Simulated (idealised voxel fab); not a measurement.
Title: Process Module voxel gate over fins
The cross-section shown here is cut; it is 300 nm wide and divided into square cells measuring 5 nm on a side.
A cross-section is written here as square cells arranged in a grid, and it is given in bands from the top down, each band taking up one or more rows of cells. Each band's line starts with the height of the band's top and of its bottom, in nm. Then come its materials from left to right, each with its width in nm. One material with "throughout" fills the band from edge to edge. "blank" is empty space. For the purposes of this specification, 0 denotes the height below which the wafer in its as-received condition is composed wholly of one material, and the lowermost band, lacking a lower limit, extends downward without end, as expressed in "0..down". Quick explanation for "30..40": the width changes in equal steps down the rows of cells, from the first number in the band's top row to the second number in its bottom row. Any step labelled "changes: none" changed none of the cells in the cross-section. If an empty space has no open way to the top and is at least 8 cells in size, "Fully closed voids" lists it, written width x height at distance, where distance is measured from the left edge and every value is in nm. Post-settings text on a step line: simulator's own remark regarding the step. overlay nm: mask right of planned place by this much (step with mask). Neg. = left.

# These are the steps we planned for the process
- 1: RECEIVE: material Si
- 2: CONFORMAL_DEP: material SiN, thk nm 10
- 3: PATTERN: tone cover, mask id FINS, material resist, width nm 15, pitch nm 40, thk nm 15, overlay nm 0
- 4: DIRECTIONAL_ETCH: etch materials SiN, depth nm 10
- 5: DIRECTIONAL_ETCH: etch materials Si, depth nm 30
- 6: STRIP: etch materials resist
- 7: OXIDIZE: depth nm 5
- 8: FILL_DEP: material SiO2, thk nm 15
- 9: CMP: height nm 10
- 10: SELECTIVE_ETCH: etch materials SiO2, depth nm 20
- 11: STRIP: etch materials SiN
- 12: CONFORMAL_DEP: material HfO2, thk nm 5
- 13: CONFORMAL_DEP: material TiN, thk nm 5
- 14: CONFORMAL_DEP: material TiAl, thk nm 5
- 15: CONFORMAL_DEP: material TiN, thk nm 5
- 16: FILL_DEP: material W, thk nm 10
- 17: CMP: height nm 25
- 18: CONFORMAL_DEP: material SiN, thk nm 10

# First of two wafers, with the run carried out as planned

# As-received wafer cross-section (after step 1)
  0..down | Si throughout
  Fully closed voids: none

# The wafer, seen in cross-section, after step 2
  10..0 | SiN throughout
  For the remainder of the cross-section, below 0, there is no change.

# The wafer, seen in cross-section, after step 3
  25..10 | blank (120), then resist (15), then blank (25), then resist (15), then blank (125)
  For the remainder of the cross-section, below 10, there is no change.

# The wafer, seen in cross-section, after step 4
  25..10 | blank (120), then resist (15), then blank (25), then resist (15), then blank (125)
  10..0 | blank (120), then SiN (15), then blank (25), then SiN (15), then blank (125)
  For the remainder of the cross-section, below 0, there is no change.

# The wafer, seen in cross-section, after step 5
  25..10 | blank (120), then resist (15), then blank (25), then resist (15), then blank (125)
  10..0 | blank (120), then SiN (15), then blank (25), then SiN (15), then blank (125)
  0..-30 | blank (120), then Si (15), then blank (25), then Si (15), then blank (125)
  For the remainder of the cross-section, below -30, there is no change.

# The wafer, seen in cross-section, after step 6
  10..0 | blank (120), then SiN (15), then blank (25), then SiN (15), then blank (125)
  For the remainder of the cross-section, below 0, there is no change.

# The wafer, seen in cross-section, after step 7
  10..0 | blank (120), then SiN (15), then blank (25), then SiN (15), then blank (125)
  0..-30 | blank (120), then SiO2 (5), then Si (5), then SiO2 (5), then blank (25), then SiO2 (5), then Si (5), then SiO2 (5), then blank (125)
  -30..-35 | SiO2 (125), then Si (5), then SiO2 (35), then Si (5), then SiO2 (130)
  For the remainder of the cross-section, below -35, there is no change.

# The wafer, seen in cross-section, after step 8
  25..10 | SiO2 throughout
  10..0 | SiO2 (120), then SiN (15), then SiO2 (25), then SiN (15), then SiO2 (125)
  0..-35 | SiO2 (125), then Si (5), then SiO2 (35), then Si (5), then SiO2 (130)
  For the remainder of the cross-section, below -35, there is no change.

# The wafer, seen in cross-section, after step 9
  10..0 | SiO2 (120), then SiN (15), then SiO2 (25), then SiN (15), then SiO2 (125)
  For the remainder of the cross-section, below 0, there is no change.

# The wafer, seen in cross-section, after step 10
  10..0 | blank (120), then SiN (15), then blank (25), then SiN (15), then blank (125)
  0..-10 | blank (125), then Si (5), then blank (35), then Si (5), then blank (130)
  For the remainder of the cross-section, below -10, there is no change.

# The wafer, seen in cross-section, after step 11
  0..-10 | blank (125), then Si (5), then blank (35), then Si (5), then blank (130)
  For the remainder of the cross-section, below -10, there is no change.

# The wafer, seen in cross-section, after step 12
  5..0 | blank (120), then HfO2 (15), then blank (25), then HfO2 (15), then blank (125)
  0..-5 | blank (120), then HfO2 (5), then Si (5), then HfO2 (5), then blank (25), then HfO2 (5), then Si (5), then HfO2 (5), then blank (125)
  -5..-10 | HfO2 (125), then Si (5), then HfO2 (35), then Si (5), then HfO2 (130)
  For the remainder of the cross-section, below -10, there is no change.

# The wafer, seen in cross-section, after step 13
  10..5 | blank (115), then TiN (25), then blank (15), then TiN (25), then blank (120)
  5..0 | blank (115), then TiN (5), then HfO2 (15), then TiN (5), then blank (15), then TiN (5), then HfO2 (15), then TiN (5), then blank (120)
  0..-5 | TiN (120), then HfO2 (5), then Si (5), then HfO2 (5), then TiN (25), then HfO2 (5), then Si (5), then HfO2 (5), then TiN (125)
  For the remainder of the cross-section, below -5, there is no change.

# The wafer, seen in cross-section, after step 14
  15..10 | blank (110), then TiAl (35), then blank (5), then TiAl (35), then blank (115)
  10..5 | blank (110), then TiAl (5), then TiN (25), then TiAl (5), then blank (5), then TiAl (5), then TiN (25), then TiAl (5), then blank (115)
  5..0 | TiAl (115), then TiN (5), then HfO2 (15), then TiN (5), then TiAl (15), then TiN (5), then HfO2 (15), then TiN (5), then TiAl (120)
  For the remainder of the cross-section, below 0, there is no change.

# The wafer, seen in cross-section, after step 15
  20..15 | blank (105), then TiN (85), then blank (110)
  15..10 | blank (105), then TiN (5), then TiAl (35), then TiN (5), then TiAl (35), then TiN (5), then blank (110)
  10..5 | TiN (110), then TiAl (5), then TiN (25), then TiAl (5), then TiN (5), then TiAl (5), then TiN (25), then TiAl (5), then TiN (115)
  For the remainder of the cross-section, below 5, there is no change.

# The wafer, seen in cross-section, after step 16
  30..20 | W throughout
  20..15 | W (105), then TiN (85), then W (110)
  15..10 | W (105), then TiN (5), then TiAl (35), then TiN (5), then TiAl (35), then TiN (5), then W (110)
  For the remainder of the cross-section, below 10, there is no change.

# The wafer, seen in cross-section, after step 17
  25..20 | W throughout
  For the remainder of the cross-section, below 20, there is no change.

# The wafer, seen in cross-section, after step 18
  35..25 | SiN throughout
  For the remainder of the cross-section, below 25, there is no change.

# Second Wafer (Identical Start and Plan, One Processing Error; Matches First Wafer Through Step 2)

# Cross-section of the second wafer at the time step 3 of the plan should have ended
  25..10 | blank (130), then resist (15), then blank (25), then resist (15), then blank (115)
  For the remainder of the cross-section, below 10, there is no change.

# Cross-section of the second wafer at the time step 4 of the plan should have ended
  25..10 | blank (130), then resist (15), then blank (25), then resist (15), then blank (115)
  10..0 | blank (130), then SiN (15), then blank (25), then SiN (15), then blank (115)
  For the remainder of the cross-section, below 0, there is no change.

# Cross-section of the second wafer at the time step 5 of the plan should have ended
  25..10 | blank (130), then resist (15), then blank (25), then resist (15), then blank (115)
  10..0 | blank (130), then SiN (15), then blank (25), then SiN (15), then blank (115)
  0..-30 | blank (130), then Si (15), then blank (25), then Si (15), then blank (115)
  For the remainder of the cross-section, below -30, there is no change.

# Cross-section of the second wafer at the time step 6 of the plan should have ended
  10..0 | blank (130), then SiN (15), then blank (25), then SiN (15), then blank (115)
  For the remainder of the cross-section, below 0, there is no change.

# Cross-section of the second wafer at the time step 7 of the plan should have ended
  10..0 | blank (130), then SiN (15), then blank (25), then SiN (15), then blank (115)
  0..-30 | blank (130), then SiO2 (5), then Si (5), then SiO2 (5), then blank (25), then SiO2 (5), then Si (5), then SiO2 (5), then blank (115)
  -30..-35 | SiO2 (135), then Si (5), then SiO2 (35), then Si (5), then SiO2 (120)
  For the remainder of the cross-section, below -35, there is no change.

# Cross-section of the second wafer at the time step 8 of the plan should have ended
  25..10 | SiO2 throughout
  10..0 | SiO2 (130), then SiN (15), then SiO2 (25), then SiN (15), then SiO2 (115)
  0..-35 | SiO2 (135), then Si (5), then SiO2 (35), then Si (5), then SiO2 (120)
  For the remainder of the cross-section, below -35, there is no change.

# Cross-section of the second wafer at the time step 9 of the plan should have ended
  10..0 | SiO2 (130), then SiN (15), then SiO2 (25), then SiN (15), then SiO2 (115)
  For the remainder of the cross-section, below 0, there is no change.

# Cross-section of the second wafer at the time step 10 of the plan should have ended
  10..0 | blank (130), then SiN (15), then blank (25), then SiN (15), then blank (115)
  0..-10 | blank (135), then Si (5), then blank (35), then Si (5), then blank (120)
  For the remainder of the cross-section, below -10, there is no change.

# Cross-section of the second wafer at the time step 11 of the plan should have ended
  0..-10 | blank (135), then Si (5), then blank (35), then Si (5), then blank (120)
  For the remainder of the cross-section, below -10, there is no change.

# Cross-section of the second wafer at the time step 12 of the plan should have ended
  5..0 | blank (130), then HfO2 (15), then blank (25), then HfO2 (15), then blank (115)
  0..-5 | blank (130), then HfO2 (5), then Si (5), then HfO2 (5), then blank (25), then HfO2 (5), then Si (5), then HfO2 (5), then blank (115)
  -5..-10 | HfO2 (135), then Si (5), then HfO2 (35), then Si (5), then HfO2 (120)
  For the remainder of the cross-section, below -10, there is no change.

# Cross-section of the second wafer at the time step 13 of the plan should have ended
  10..5 | blank (125), then TiN (25), then blank (15), then TiN (25), then blank (110)
  5..0 | blank (125), then TiN (5), then HfO2 (15), then TiN (5), then blank (15), then TiN (5), then HfO2 (15), then TiN (5), then blank (110)
  0..-5 | TiN (130), then HfO2 (5), then Si (5), then HfO2 (5), then TiN (25), then HfO2 (5), then Si (5), then HfO2 (5), then TiN (115)
  For the remainder of the cross-section, below -5, there is no change.

# Cross-section of the second wafer at the time step 14 of the plan should have ended
  15..10 | blank (120), then TiAl (35), then blank (5), then TiAl (35), then blank (105)
  10..5 | blank (120), then TiAl (5), then TiN (25), then TiAl (5), then blank (5), then TiAl (5), then TiN (25), then TiAl (5), then blank (105)
  5..0 | TiAl (125), then TiN (5), then HfO2 (15), then TiN (5), then TiAl (15), then TiN (5), then HfO2 (15), then TiN (5), then TiAl (110)
  For the remainder of the cross-section, below 0, there is no change.

# Cross-section of the second wafer at the time step 15 of the plan should have ended
  20..15 | blank (115), then TiN (85), then blank (100)
  15..10 | blank (115), then TiN (5), then TiAl (35), then TiN (5), then TiAl (35), then TiN (5), then blank (100)
  10..5 | TiN (120), then TiAl (5), then TiN (25), then TiAl (5), then TiN (5), then TiAl (5), then TiN (25), then TiAl (5), then TiN (105)
  For the remainder of the cross-section, below 5, there is no change.

# Cross-section of the second wafer at the time step 16 of the plan should have ended
  30..20 | W throughout
  20..15 | W (115), then TiN (85), then W (100)
  15..10 | W (115), then TiN (5), then TiAl (35), then TiN (5), then TiAl (35), then TiN (5), then W (100)
  For the remainder of the cross-section, below 10, there is no change.

# Cross-section of the second wafer at the time step 17 of the plan should have ended
  25..20 | W throughout
  For the remainder of the cross-section, below 20, there is no change.

# Cross-section of the second wafer at the time step 18 of the plan should have ended
  35..25 | SiN throughout
  For the remainder of the cross-section, below 25, there is no change.
Error vs. plan: step 3 off recipe, ran as PATTERN: tone cover, mask id FINS, material resist, width nm 15, pitch nm 40, thk nm 15, overlay nm 10
The two final wafers agree on how many cells each material fills and disagree on which cells those are.
